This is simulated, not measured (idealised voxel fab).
Process module, titled voxel air gaps
FYI the section here is cut, 265 nm wide, cells are 5 nm squares.
Heads up, the way a cross-section reads in here is a grid of square cells, handed over as bands from the top down, with every band being one or more rows of cells.
Band: top height; bottom height; in nm. Then, left to right: material with width in nm, for each material. "all across": a single material spanning edge to edge. "air": empty space.
Height is counted from the level 0, under which the received wafer is composed throughout of one material. The lowest of the bands is not closed at the bottom but continues downward, in the notation "z 0 and below".
Quick explanation for "30->40": the width changes in equal steps down the rows of cells, from the first number in the band's top row to the second number in its bottom row.
A step reported as "stayed the same" is a step in which no cell of the cross-section changed.
Any empty space of 8 cells or more lacking an open way to the top shows up in "Tabulated closed voids" as width x height at distance, distance from the left edge, in nm.
The remark found on a step's line after its settings is issued by the simulator itself and pertains to that step.
If you see "overlay nm" on a step's line and that step has a mask, it's telling you how far right of where it was planned the mask ended up; a negative number means it went left instead.
What follows is a series of pairs. Each pair shows a cross-section before one process step and the cross-section after it, and the after view is drawn only down to the lowest band that changed. Beneath each pair is the step that lies between the two, with its settings. Pairs may come from different runs of this module on the same starting wafer, so a pair continues from the one above it only where its entry headed "Prior to step" says so.

[Prior to step]
	z 60 to 55: TiN 55, then air 10, then TiN 35, then air 10, then TiN 35, then air 10, then TiN 35, then air 10, then TiN 65
	z 55 to 20: lowk 50, then TiN 5, then air 10, then TiN 5, then lowk 25, then TiN 5, then air 10, then TiN 5, then lowk 25, then TiN 5, then air 10, then TiN 5, then lowk 25, then TiN 5, then air 10, then TiN 5, then lowk 60
	z 20 to 15: lowk 50, then TiN 20, then lowk 25, then TiN 20, then lowk 25, then TiN 20, then lowk 25, then TiN 20, then lowk 60
	z 15 to 10: SiN all across
	z 10 to 0: SiO2 all across
	z 0 and below: Si all across
	Tabulated closed voids: none

[Post-Process Section]
	z 65 to 60: Cu all across
	z 60 to 55: TiN 55, then Cu 10, then TiN 35, then Cu 10, then TiN 35, then Cu 10, then TiN 35, then Cu 10, then TiN 65
	z 55 to 20: lowk 50, then TiN 5, then Cu 10, then TiN 5, then lowk 25, then TiN 5, then Cu 10, then TiN 5, then lowk 25, then TiN 5, then Cu 10, then TiN 5, then lowk 25, then TiN 5, then Cu 10, then TiN 5, then lowk 60
	Nothing below the height 20 has changed.
	Tabulated closed voids: none
the step between: FILL_DEP: material Cu, thk nm 5

Prior to step: The pre-step condition corresponds to the post-step cross-section depicted in the pair directly above.

[Post-Process Section]
	z 55 to 20: lowk 50, then TiN 5, then Cu 10, then TiN 5, then lowk 25, then TiN 5, then Cu 10, then TiN 5, then lowk 25, then TiN 5, then Cu 10, then TiN 5, then lowk 25, then TiN 5, then Cu 10, then TiN 5, then lowk 60
	Nothing below the height 20 has changed.
	Tabulated closed voids: none
the step between: CMP: height nm 55

Prior to step: The pre-step condition corresponds to the post-step cross-section depicted in the pair directly above.

[Post-Process Section]
	z 65 to 55: air 40, then Ru 40, then air 5, then Ru 40, then air 5, then Ru 40, then air 5, then Ru 40, then air 50
	Nothing below the height 55 has changed.
	Tabulated closed voids: none
the step between: EPI: material Ru, thk nm 10

Prior to step: The pre-step condition corresponds to the post-step cross-section depicted in the pair directly above.

[Post-Process Section]
	z 65 to 55: air 40, then Ru 40, then air 5, then Ru 40, then air 5, then Ru 40, then air 5, then Ru 40, then air 50
	z 55 to 20: air 50, then TiN 5, then Cu 10, then TiN 5, then air 25, then TiN 5, then Cu 10, then TiN 5, then air 25, then TiN 5, then Cu 10, then TiN 5, then air 25, then TiN 5, then Cu 10, then TiN 5, then air 60
	z 20 to 15: air 50, then TiN 20, then air 25, then TiN 20, then air 25, then TiN 20, then air 25, then TiN 20, then air 60
	Nothing below the height 15 has changed.
	Tabulated closed voids: none
the step between: SELECTIVE_ETCH: etch materials lowk, depth nm 50

Prior to step: The pre-step condition corresponds to the post-step cross-section depicted in the pair directly above.

[Post-Process Section]
	z 70 to 65: air 35, then SiN 185, then air 45
	z 65 to 55: air 35, then SiN 5, then Ru 40, then SiN 5, then Ru 40, then SiN 5, then Ru 40, then SiN 5, then Ru 40, then SiN 5, then air 45
	z 55 to 50: air 35, then SiN 15, then TiN 5, then Cu 10, then TiN 5, then SiN 25, then TiN 5, then Cu 10, then TiN 5, then SiN 25, then TiN 5, then Cu 10, then TiN 5, then SiN 25, then TiN 5, then Cu 10, then TiN 5, then SiN 15, then air 45
	z 50 to 20: air 45, then SiN 5, then TiN 5, then Cu 10, then TiN 5, then SiN 5, then air 15, then SiN 5, then TiN 5, then Cu 10, then TiN 5, then SiN 5, then air 15, then SiN 5, then TiN 5, then Cu 10, then TiN 5, then SiN 5, then air 15, then SiN 5, then TiN 5, then Cu 10, then TiN 5, then SiN 5, then air 55
	z 20 to 15: SiN 50, then TiN 20, then SiN 25, then TiN 20, then SiN 25, then TiN 20, then SiN 25, then TiN 20, then SiN 60
	Nothing below the height 15 has changed.
	Tabulated closed voids: 15 x 30 at 75; 15 x 30 at 120; 15 x 30 at 165
the step between: CONFORMAL_DEP: material SiN, thk nm 5

[Prior to step]
	z 0 and below: Si all across
	Tabulated closed voids: none

[Post-Process Section]
	z 10 to 0: lowk all across
	Nothing below the height 0 has changed.
	Tabulated closed voids: none
the step between: CONFORMAL_DEP: material lowk, thk nm 10

Prior to step: The pre-step condition corresponds to the post-step cross-section depicted in the pair directly above.

[Post-Process Section]
	z 15 to 10: SiN all across
	Nothing below the height 10 has changed.
	Tabulated closed voids: none
the step between: CONFORMAL_DEP: material SiN, thk nm 5

Prior to step: The pre-step condition corresponds to the post-step cross-section depicted in the pair directly above.

[Post-Process Section]
	z 55 to 15: lowk all across
	Nothing below the height 15 has changed.
	Tabulated closed voids: none
the step between: DIRECTIONAL_DEP: material lowk, thk nm 40

Prior to step: The pre-step condition corresponds to the post-step cross-section depicted in the pair directly above.

[Post-Process Section]
	z 70 to 55: resist 55, then air 20, then resist 25, then air 20, then resist 25, then air 20, then resist 25, then air 20, then resist 55
	Nothing below the height 55 has changed.
	Tabulated closed voids: none
the step between: PATTERN: tone open, mask id LINES, material resist, width nm 20, pitch nm 45, thk nm 15, overlay nm 0

Prior to step: The pre-step condition corresponds to the post-step cross-section depicted in the pair directly above.

[Post-Process Section]
	z 70 to 55: resist 55, then air 20, then resist 25, then air 20, then resist 25, then air 20, then resist 25, then air 20, then resist 55
	z 55 to 15: lowk 55, then air 20, then lowk 25, then air 20, then lowk 25, then air 20, then lowk 25, then air 20, then lowk 55
	Nothing below the height 15 has changed.
	Tabulated closed voids: none
the step between: DIRECTIONAL_ETCH: etch materials lowk, depth nm 40

Prior to step: The pre-step condition corresponds to the post-step cross-section depicted in the pair directly above.

[Post-Process Section]
	z 55 to 15: lowk 55, then air 20, then lowk 25, then air 20, then lowk 25, then air 20, then lowk 25, then air 20, then lowk 55
	Nothing below the height 15 has changed.
	Tabulated closed voids: none
the step between: STRIP: etch materials resist

Prior to step: The pre-step condition corresponds to the post-step cross-section depicted in the pair directly above.

[Post-Process Section]
	z 60 to 55: TiN 60, then air 10, then TiN 35, then air 10, then TiN 35, then air 10, then TiN 35, then air 10, then TiN 60
	z 55 to 20: lowk 55, then TiN 5, then air 10, then TiN 5, then lowk 25, then TiN 5, then air 10, then TiN 5, then lowk 25, then TiN 5, then air 10, then TiN 5, then lowk 25, then TiN 5, then air 10, then TiN 5, then lowk 55
	z 20 to 15: lowk 55, then TiN 20, then lowk 25, then TiN 20, then lowk 25, then TiN 20, then lowk 25, then TiN 20, then lowk 55
	Nothing below the height 15 has changed.
	Tabulated closed voids: none
the step between: CONFORMAL_DEP: material TiN, thk nm 5

Prior to step: The pre-step condition corresponds to the post-step cross-section depicted in the pair directly above.

[Post-Process Section]
	z 65 to 60: Cu all across
	z 60 to 55: TiN 60, then Cu 10, then TiN 35, then Cu 10, then TiN 35, then Cu 10, then TiN 35, then Cu 10, then TiN 60
	z 55 to 20: lowk 55, then TiN 5, then Cu 10, then TiN 5, then lowk 25, then TiN 5, then Cu 10, then TiN 5, then lowk 25, then TiN 5, then Cu 10, then TiN 5, then lowk 25, then TiN 5, then Cu 10, then TiN 5, then lowk 55
	Nothing below the height 20 has changed.
	Tabulated closed voids: none
the step between: FILL_DEP: material Cu, thk nm 5

Prior to step: The pre-step condition corresponds to the post-step cross-section depicted in the pair directly above.

[Post-Process Section]
	z 55 to 20: lowk 55, then TiN 5, then Cu 10, then TiN 5, then lowk 25, then TiN 5, then Cu 10, then TiN 5, then lowk 25, then TiN 5, then Cu 10, then TiN 5, then lowk 25, then TiN 5, then Cu 10, then TiN 5, then lowk 55
	Nothing below the height 20 has changed.
	Tabulated closed voids: none
the step between: CMP: height nm 55

Prior to step: The pre-step condition corresponds to the post-step cross-section depicted in the pair directly above.

[Post-Process Section]
	z 65 to 55: air 45, then Ru 40, then air 5, then Ru 40, then air 5, then Ru 40, then air 5, then Ru 40, then air 45
	Nothing below the height 55 has changed.
	Tabulated closed voids: none
the step between: EPI: material Ru, thk nm 10

Prior to step: The pre-step condition corresponds to the post-step cross-section depicted in the pair directly above.

[Post-Process Section]
	z 65 to 55: air 45, then Ru 40, then air 5, then Ru 40, then air 5, then Ru 40, then air 5, then Ru 40, then air 45
	z 55 to 20: air 55, then TiN 5, then Cu 10, then TiN 5, then air 25, then TiN 5, then Cu 10, then TiN 5, then air 25, then TiN 5, then Cu 10, then TiN 5, then air 25, then TiN 5, then Cu 10, then TiN 5, then air 55
	z 20 to 15: air 55, then TiN 20, then air 25, then TiN 20, then air 25, then TiN 20, then air 25, then TiN 20, then air 55
	Nothing below the height 15 has changed.
	Tabulated closed voids: none
the step between: SELECTIVE_ETCH: etch materials lowk, depth nm 50

Prior to step: The pre-step condition corresponds to the post-step cross-section depicted in the pair directly above.

[Post-Process Section]
	z 70 to 65: air 40, then SiN 185, then air 40
	z 65 to 55: air 40, then SiN 5, then Ru 40, then SiN 5, then Ru 40, then SiN 5, then Ru 40, then SiN 5, then Ru 40, then SiN 5, then air 40
	z 55 to 50: air 40, then SiN 15, then TiN 5, then Cu 10, then TiN 5, then SiN 25, then TiN 5, then Cu 10, then TiN 5, then SiN 25, then TiN 5, then Cu 10, then TiN 5, then SiN 25, then TiN 5, then Cu 10, then TiN 5, then SiN 15, then air 40
	z 50 to 20: air 50, then SiN 5, then TiN 5, then Cu 10, then TiN 5, then SiN 5, then air 15, then SiN 5, then TiN 5, then Cu 10, then TiN 5, then SiN 5, then air 15, then SiN 5, then TiN 5, then Cu 10, then TiN 5, then SiN 5, then air 15, then SiN 5, then TiN 5, then Cu 10, then TiN 5, then SiN 5, then air 50
	z 20 to 15: SiN 55, then TiN 20, then SiN 25, then TiN 20, then SiN 25, then TiN 20, then SiN 25, then TiN 20, then SiN 55
	Nothing below the height 15 has changed.
	Tabulated closed voids: 15 x 30 at 80; 15 x 30 at 125; 15 x 30 at 170
the step between: CONFORMAL_DEP: material SiN, thk nm 5

[Prior to step]
	z 55 to 15: lowk all across
	z 15 to 10: SiN all across
	z 10 to 0: SiO2 all across
	z 0 and below: Si all across
	Tabulated closed voids: none

[Post-Process Section]
	z 70 to 55: air 55, then resist 20, then air 25, then resist 20, then air 25, then resist 20, then air 25, then resist 20, then air 55
	Nothing below the height 55 has changed.
	Tabulated closed voids: none
the step between: PATTERN: tone cover, mask id LINES, material resist, width nm 20, pitch nm 45, thk nm 15, overlay nm 0

Prior to step: The pre-step condition corresponds to the post-step cross-section depicted in the pair directly above.

[Post-Process Section]
	z 70 to 55: air 55, then resist 20, then air 25, then resist 20, then air 25, then resist 20, then air 25, then resist 20, then air 55
	z 55 to 15: air 55, then lowk 20, then air 25, then lowk 20, then air 25, then lowk 20, then air 25, then lowk 20, then air 55
	Nothing below the height 15 has changed.
	Tabulated closed voids: none
the step between: DIRECTIONAL_ETCH: etch materials lowk, depth nm 40

Prior to step: The pre-step condition corresponds to the post-step cross-section depicted in the pair directly above.

[Post-Process Section]
	z 55 to 15: air 55, then lowk 20, then air 25, then lowk 20, then air 25, then lowk 20, then air 25, then lowk 20, then air 55
	Nothing below the height 15 has changed.
	Tabulated closed voids: none
the step between: STRIP: etch materials resist

Prior to step: The pre-step condition corresponds to the post-step cross-section depicted in the pair directly above.

[Post-Process Section]
	z 60 to 55: air 50, then TiN 30, then air 15, then TiN 30, then air 15, then TiN 30, then air 15, then TiN 30, then air 50
	z 55 to 20: air 50, then TiN 5, then lowk 20, then TiN 5, then air 15, then TiN 5, then lowk 20, then TiN 5, then air 15, then TiN 5, then lowk 20, then TiN 5, then air 15, then TiN 5, then lowk 20, then TiN 5, then air 50
	z 20 to 15: TiN 55, then lowk 20, then TiN 25, then lowk 20, then TiN 25, then lowk 20, then TiN 25, then lowk 20, then TiN 55
	Nothing below the height 15 has changed.
	Tabulated closed voids: none
the step between: CONFORMAL_DEP: material TiN, thk nm 5

Prior to step: The pre-step condition corresponds to the post-step cross-section depicted in the pair directly above.

[Post-Process Section]
	z 65 to 60: Cu all across
	z 60 to 55: Cu 50, then TiN 30, then Cu 15, then TiN 30, then Cu 15, then TiN 30, then Cu 15, then TiN 30, then Cu 50
	z 55 to 20: Cu 50, then TiN 5, then lowk 20, then TiN 5, then Cu 15, then TiN 5, then lowk 20, then TiN 5, then Cu 15, then TiN 5, then lowk 20, then TiN 5, then Cu 15, then TiN 5, then lowk 20, then TiN 5, then Cu 50
	Nothing below the height 20 has changed.
	Tabulated closed voids: none
the step between: FILL_DEP: material Cu, thk nm 5

Prior to step: The pre-step condition corresponds to the post-step cross-section depicted in the pair directly above.

[Post-Process Section]
	z 55 to 20: Cu 50, then TiN 5, then lowk 20, then TiN 5, then Cu 15, then TiN 5, then lowk 20, then TiN 5, then Cu 15, then TiN 5, then lowk 20, then TiN 5, then Cu 15, then TiN 5, then lowk 20, then TiN 5, then Cu 50
	Nothing below the height 20 has changed.
	Tabulated closed voids: none
the step between: CMP: height nm 55

Prior to step: The pre-step condition corresponds to the post-step cross-section depicted in the pair directly above.

[Post-Process Section]
	z 65 to 55: Ru all across
	Nothing below the height 55 has changed.
	Tabulated closed voids: none
the step between: EPI: material Ru, thk nm 10

Prior to step: The pre-step condition corresponds to the post-step cross-section depicted in the pair directly above.

[Post-Process Section]
	z 70 to 65: SiN all across
	Nothing below the height 65 has changed.
	Tabulated closed voids: none
the step between: CONFORMAL_DEP: material SiN, thk nm 5
